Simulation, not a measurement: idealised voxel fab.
process module | voxel ribs on slabs
cross-section cut | 195 nm wide | cells 5 nm
A cross-section is a grid of square cells, given in bands from the top down. A band is one or more rows of cells.
Each band's line starts with the height of the band's top and of its bottom, in nm. Then come its materials from left to right, each with its width in nm. One material with "throughout" fills the band from edge to edge. "air" is empty space.
Height 0 is the level under which the wafer as received is all one material. The lowest band goes on downwards, as in "0 down".
A width such as "30 to 40" changes by the same amount from each row of cells to the next, from the band's top row to its bottom row.
"no change" after a step means that no cell of the cross-section changed.
closed voids: empty space of 8 cells or more with no open way to the top, each as width x height at its distance from the left edge, in nm
after a step's settings: what the simulator itself notes on the step
overlay nm, on a step with a mask: how far to the right of its planned place the mask lay; to the left if negative
plan
1 op RECEIVE | material Si
2 op DIRECTIONAL_DEP | material SiO2 | thk nm 25
3 op DIRECTIONAL_DEP | material SiN | thk nm 20
4 op DIRECTIONAL_DEP | material aC | thk nm 15
5 op PATTERN | tone cover | mask id RIB | material resist | width nm 25 | thk nm 30 | overlay nm 0
6 op DIRECTIONAL_ETCH | etch materials aC | depth nm 15
7 op STRIP | etch materials resist
8 op DIRECTIONAL_ETCH | etch materials SiN | depth nm 5
9 op STRIP | etch materials aC
10 op MASKED_ETCH | tone cover | mask id SLAB | width nm 75 | etch materials SiN | depth nm 15 | overlay nm 0
11 op FILL_DEP | material SiO2 | thk nm 20
12 op CMP | height nm 60
13 op DIRECTIONAL_DEP | material W | thk nm 5
14 op PATTERN | tone cover | mask id HEATER | material resist | width nm 35 | thk nm 20 | overlay nm 0
15 op DIRECTIONAL_ETCH | etch materials W | depth nm 5
16 op STRIP | etch materials resist
17 op CONFORMAL_DEP | material SiO2 | thk nm 10
as received, after step 1
  0 down: Si throughout
  closed voids: none
first wafer at the end, as planned
  75 to 70: air 70 | SiO2 55 | air 70
  70 to 65: SiO2 throughout
  65 to 60: SiO2 80 | W 35 | SiO2 80
  60 to 45: SiO2 throughout
  45 to 40: SiO2 85 | SiN 25 | SiO2 85
  40 to 25: SiO2 60 | SiN 75 | SiO2 60
  25 to 0: SiO2 throughout
  0 down: Si throughout
  closed voids: none
second wafer at the end: like start, like plan, one mistake
  75 to 70: air 70 | SiO2 55 | air 70
  70 to 65: SiO2 throughout
  65 to 60: SiO2 80 | W 35 | SiO2 80
  60 to 55: SiO2 throughout
  55 to 40: SiO2 60 | SiN 75 | SiO2 60
  40 to 25: aC throughout
  25 to 0: SiO2 throughout
  0 down: Si throughout
  closed voids: none
what went wrong: steps 3 and 4 were swapped
at the end the second wafer has, in cells: 5 fewer of SiN | 112 fewer of SiO2 | 117 more of aC
